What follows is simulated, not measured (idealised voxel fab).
Module name: voxel wiring stack (process module)
Displayed cross-section: cut, width of 285 nm, square cells sized 5 nm.
In this document a cross-section is written as a grid of square cells. It is given as a series of bands, listed from the top down, and a band is one or more rows of cells. First you get the band's top height and its bottom height, in nm, and then the materials it's made of, left to right, with each width in nm. If you see a single material with "edge to edge", that one covers the band edge to edge. "blank" is empty space. Note: height 0 marks the level under which the wafer is uniformly one material as received. Lowest band unbounded below, written "z 0 and below". It should be noted that a width expressed as "30->40" varies in equal increments from row to row of cells within the band, taking the value of the first number at the top row and that of the second number at the bottom row. What does "stayed the same" mean for a step? It means no cell of the cross-section changed in that step. Entry "Fully sealed voids" = empty spaces >= 8 cells with no open way to the top; each as width x height at distance, distance from left edge, all nm. Text after the settings on a step's line: the simulator's own remark on that step. overlay nm: right-of-plan distance of the mask on a masked step; negative values mean left-of-plan.

-- Set out below are the planned steps of the process
1,RECEIVE (material Si)
2,CONFORMAL_DEP (material SiO2; thk nm 15)
3,DIRECTIONAL_DEP (material TiN; thk nm 5)
4,DIRECTIONAL_DEP (material Ru; thk nm 15)
5,PATTERN (tone cover; mask id METAL_1; material resist; width nm 25; pitch nm 40; thk nm 20; overlay nm 0)
6,DIRECTIONAL_ETCH (etch materials Ru; depth nm 15)
7,DIRECTIONAL_ETCH (etch materials TiN; depth nm 5)
8,STRIP (etch materials resist)
9,CONFORMAL_DEP (material SiCN; thk nm 5)
10,FILL_DEP (material SiO2; thk nm 10)
11,CMP (height nm 35)
12,CONFORMAL_DEP (material SiCN; thk nm 5)
13,DIRECTIONAL_DEP (material SiO2; thk nm 25)
14,PATTERN (tone open; mask id METAL_2_HOLES; material resist; width nm 15; pitch nm 40; thk nm 20; overlay nm -15)
15,DIRECTIONAL_ETCH (etch materials SiO2; depth nm 25)
16,STRIP (etch materials resist)
17,DIRECTIONAL_DEP (material aC; thk nm 10)
18,PATTERN (tone open; mask id METAL_2; material resist; width nm 25; pitch nm 40; thk nm 25; overlay nm 0)
19,DIRECTIONAL_ETCH (etch materials aC; depth nm 10)
20,STRIP (etch materials resist)
21,DIRECTIONAL_ETCH (etch materials SiO2; depth nm 15)
22,DIRECTIONAL_ETCH (etch materials SiCN; depth nm 5)
23,STRIP (etch materials aC)
24,CONFORMAL_DEP (material TiN; thk nm 5)
25,FILL_DEP (material Ru; thk nm 10)
26,CMP (height nm 65)
27,CONFORMAL_DEP (material SiN; thk nm 5)
Across this set of wafers, the varied parameter is the overlay nm of step 14. Starting conditions are identical for every wafer, and the plan reports the value assigned to the first wafer.

-- Cross-section of the first of several wafers as received (after step 1)
- z 0 and below  Si edge to edge
- Fully sealed voids: none

-- End of the module, past its last step, step 27: how the first of several wafers looks in cross-section
- z 70 to 65  SiN edge to edge
- z 65 to 55  SiO2 75 nm; TiN 5 nm; Ru 110 nm; TiN 5 nm; SiO2 90 nm
- z 55 to 50  SiO2 75 nm; TiN 5 nm; Ru 5 nm; TiN 35 nm; Ru 5 nm; TiN 35 nm; Ru 5 nm; TiN 30 nm; SiO2 90 nm
- z 50 to 45  SiO2 75 nm; TiN 5 nm; Ru 5 nm; TiN 5 nm; SiO2 25 nm; TiN 5 nm; Ru 5 nm; TiN 5 nm; SiO2 25 nm; TiN 5 nm; Ru 5 nm; TiN 5 nm; SiO2 115 nm
- z 45 to 40  SiO2 75 nm; TiN 15 nm; SiO2 25 nm; TiN 15 nm; SiO2 25 nm; TiN 15 nm; SiO2 115 nm
- z 40 to 35  SiCN edge to edge
- z 35 to 20  SiO2 85 nm; SiCN 5 nm; Ru 25 nm; SiCN 5 nm; SiO2 5 nm; SiCN 5 nm; Ru 25 nm; SiCN 5 nm; SiO2 5 nm; SiCN 5 nm; Ru 25 nm; SiCN 5 nm; SiO2 85 nm
- z 20 to 15  SiCN 90 nm; TiN 25 nm; SiCN 15 nm; TiN 25 nm; SiCN 15 nm; TiN 25 nm; SiCN 90 nm
- z 15 to 0  SiO2 edge to edge
- z 0 and below  Si edge to edge
- Fully sealed voids: none

-- Cross-sectional view of the final wafer of several at the module's end
- z 70 to 65  SiN edge to edge
- z 65 to 55  SiO2 90 nm; TiN 5 nm; Ru 20 nm; TiN 5 nm; SiO2 10 nm; TiN 5 nm; Ru 20 nm; TiN 5 nm; SiO2 10 nm; TiN 5 nm; Ru 20 nm; TiN 5 nm; SiO2 85 nm
- z 55 to 45  SiO2 90->105 nm; TiN 20->5 nm; Ru 5 nm; TiN 5 nm; SiO2 10->25 nm; TiN 20->5 nm; Ru 5 nm; TiN 5 nm; SiO2 10->25 nm; TiN 20->5 nm; Ru 5 nm; TiN 5 nm; SiO2 85 nm
- z 45 to 40  SiO2 105 nm; TiN 15 nm; SiO2 25 nm; TiN 15 nm; SiO2 25 nm; TiN 15 nm; SiO2 85 nm
- z 40 to 35  SiCN 105 nm; TiN 10 nm; SiCN 30 nm; TiN 10 nm; SiCN 30 nm; TiN 10 nm; SiCN 90 nm
- z 35 to 20  SiO2 85 nm; SiCN 5 nm; Ru 25 nm; SiCN 5 nm; SiO2 5 nm; SiCN 5 nm; Ru 25 nm; SiCN 5 nm; SiO2 5 nm; SiCN 5 nm; Ru 25 nm; SiCN 5 nm; SiO2 85 nm
- z 20 to 15  SiCN 90 nm; TiN 25 nm; SiCN 15 nm; TiN 25 nm; SiCN 15 nm; TiN 25 nm; SiCN 90 nm
- z 15 to 0  SiO2 edge to edge
- z 0 and below  Si edge to edge
- Fully sealed voids: none

-- Every row in this table is a wafer at the end of the module, and it gives, for each of the materials, the cells that wafer has gained (+) or lost (-) since it was received, then its closed voids
overlay nm -15; +95 Ru; +117 SiCN; +57 SiN; +474 SiO2; +55 TiN; Fully sealed voids: none
overlay nm -10; +81 Ru; +114 SiCN; +57 SiN; +483 SiO2; +63 TiN; Fully sealed voids: none
overlay nm -5; +75 Ru; +111 SiCN; +57 SiN; +492 SiO2; +63 TiN; Fully sealed voids: none
overlay nm 0; +72 Ru; +108 SiCN; +57 SiN; +501 SiO2; +60 TiN; Fully sealed voids: none
overlay nm 5; +72 Ru; +108 SiCN; +57 SiN; +501 SiO2; +60 TiN; Fully sealed voids: none
overlay nm 10; +72 Ru; +108 SiCN; +57 SiN; +501 SiO2; +60 TiN; Fully sealed voids: none
overlay nm 15; +75 Ru; +111 SiCN; +57 SiN; +492 SiO2; +63 TiN; Fully sealed voids: none
